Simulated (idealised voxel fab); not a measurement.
Name of the process module below: voxel released beams
Cross-section cut: width 170 nm, square cells of 5 nm.
The cross-sections in this document take the form of a grid made of square cells. They are written out as bands, in order from top to bottom. Each band consists of one or more rows of cells. First you get the band's top height and its bottom height, in nm, and then the materials it's made of, left to right, with each width in nm. If you see a single material with "throughout", that one covers the band edge to edge. "blank" is empty space. Measure heights from 0. That's the level where, below it, the as-received wafer is all one material. The lowest band is bottomless and extends downward; write it as in "z 0 and below". The expression "30..40" gives the width at the extremes of the band, the first number at its top row of cells and the second at its bottom row, with the width changing by equal amounts from each row to the next in between. Step note "changes: none" = no cross-section cell changed. The entry titled "Fully sealed voids" provides the empty spaces that have no open way to the top, restricted to those of 8 cells or more. Each is presented as width x height at distance, the distance being measured from the left edge, with all three in nm. It should be noted that, on the line of a given step, the content following the step's settings is a remark produced by the simulator itself with respect to that step. Each step line may optionally specify "overlay nm", which for a step with a mask gives the rightward distance between the mask's planned place and where it lay, a negative value indicating the leftward direction.
Steps planned for the process:
1 RECEIVE,material Si
2 CONFORMAL_DEP,material SiN,thk nm 5
3 DIRECTIONAL_DEP,material SiO2,thk nm 10
4 DIRECTIONAL_DEP,material aC,thk nm 10
5 PATTERN,tone open,mask id ANCHOR,material resist,width nm 25,thk nm 25,overlay nm 0
6 DIRECTIONAL_ETCH,etch materials aC,depth nm 10
7 STRIP,etch materials resist
8 DIRECTIONAL_ETCH,etch materials SiO2,depth nm 10
9 STRIP,etch materials aC
10 CONFORMAL_DEP,material TiN,thk nm 10
11 DIRECTIONAL_DEP,material aC,thk nm 15
12 PATTERN,tone cover,mask id BEAM,material resist,width nm 85,thk nm 35,overlay nm 0
13 DIRECTIONAL_ETCH,etch materials aC,depth nm 15
14 STRIP,etch materials resist
15 DIRECTIONAL_ETCH,etch materials TiN,depth nm 10
16 STRIP,etch materials aC
17 STRIP,etch materials SiO2
Cross-section of the wafer upon arrival, representing the state reached after step 1:
- z 0 and below = Si throughout
- Fully sealed voids: none
As-planned run: cross-section of the first of two wafers at end of module:
- z 25 to 15 = 40 nm blank  15 nm TiN  5 nm blank  65 nm TiN  45 nm blank
- z 15 to 5 = 45 nm blank  25 nm TiN  100 nm blank
- z 5 to 0 = SiN throughout
- z 0 and below = Si throughout
- Fully sealed voids: none
Wafer two, sectioned after the module: the first wafer's start, the first wafer's plan, and one mistake in how it was run:
- z 25 to 15 = 40 nm blank  85 nm TiN  45 nm blank
- z 15 to 10 = SiN throughout
- z 10 to 0 = SiO2 throughout
- z 0 and below = Si throughout
- Fully sealed voids: none
What was done differently from what was planned? sequence error: steps 2 and 3 interchanged
Final difference in cells, second wafer against first, listed per material as more or fewer: SiO2 +68, TiN -8
